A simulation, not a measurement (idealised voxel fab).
A process module follows: voxel released beams.
Cross-section cut: width 140 nm, square cells of 5 nm.
This document writes a cross-section as a grid whose cells are square, and gives it as bands, listed from the top down; one or more rows of cells form a band. This entry defines a band. It first specifies the height of the band's top and the height of its bottom in nm, and then specifies the band's materials from left to right, stating each material with its width in nm. The word "throughout" identifies a single material that fills the band from edge to edge, while the word "empty" identifies empty space. Note: height 0 marks the level under which the wafer is uniformly one material as received. Lowest band unbounded below, written "0 -> down". A two-number width, for instance "30 to 40", indicates that the width is equal to the first number in the top row of the band and to the second number in the bottom row, and that it changes by a constant amount per row of cells. Where a step carries "remains unaltered", the cross-section came out of it unchanged, cell for cell. "Closed internal voids" lists enclosed empty spaces (at least 8 cells, no open path upward to the top), each as width x height at distance from the left edge, in nm. On each step's line, the part that comes after the settings is the simulator's own comment on the step. The "overlay nm" setting may appear on a step's line; for a step that uses a mask, it gives how far to the right of its planned position the mask lay, and a negative value indicates the left.
## List of planned process steps
- 1: RECEIVE with material Si
- 2: CONFORMAL_DEP with material Al2O3, thk nm 10
- 3: DIRECTIONAL_DEP with material SiO2, thk nm 20
- 4: DIRECTIONAL_DEP with material aC, thk nm 10
- 5: PATTERN with tone open, mask id ANCHOR, material resist, width nm 35, thk nm 25, overlay nm 0
- 6: DIRECTIONAL_ETCH with etch materials aC, depth nm 10
- 7: STRIP with etch materials resist
- 8: DIRECTIONAL_ETCH with etch materials SiO2, depth nm 20
- 9: STRIP with etch materials aC
- 10: CONFORMAL_DEP with material W, thk nm 15
- 11: MASKED_ETCH with tone cover, mask id BEAM, width nm 105, etch materials W, depth nm 15, overlay nm 0
- 12: STRIP with etch materials SiO2
## This is the cross-section of the wafer as we received it, i.e. after step 1
	0 -> down: Si throughout
	Closed internal voids: none
## First wafer of two, sectioned at end of module; run went per plan
	45 -> 30: empty (15)  W (20)  empty (5)  W (80)  empty (20)
	30 -> 25: empty (20)  W (15)  empty (5)  W (15)  empty (85)
	25 -> 10: empty (20)  W (35)  empty (85)
	10 -> 0: Al2O3 throughout
	0 -> down: Si throughout
	Closed internal voids: none
## Now the second wafer, cross-sectioned at the end of the module. Nothing different at the start, nothing different in the plan compared with the first, just one mistake when it was actually run
	30 -> 10: empty (20)  W (15)  empty (5)  W (15)  empty (85)
	10 -> 0: Al2O3 throughout
	0 -> down: Si throughout
	Closed internal voids: none
Want to know what went wrong? for step 11, the planned setting was not used; the step was instead run as MASKED_ETCH with tone open, mask id BEAM, width nm 105, etch materials W, depth nm 15, overlay nm 0
The second wafer ends with more or fewer cells of some materials than the first, per final count: W: 63 fewer
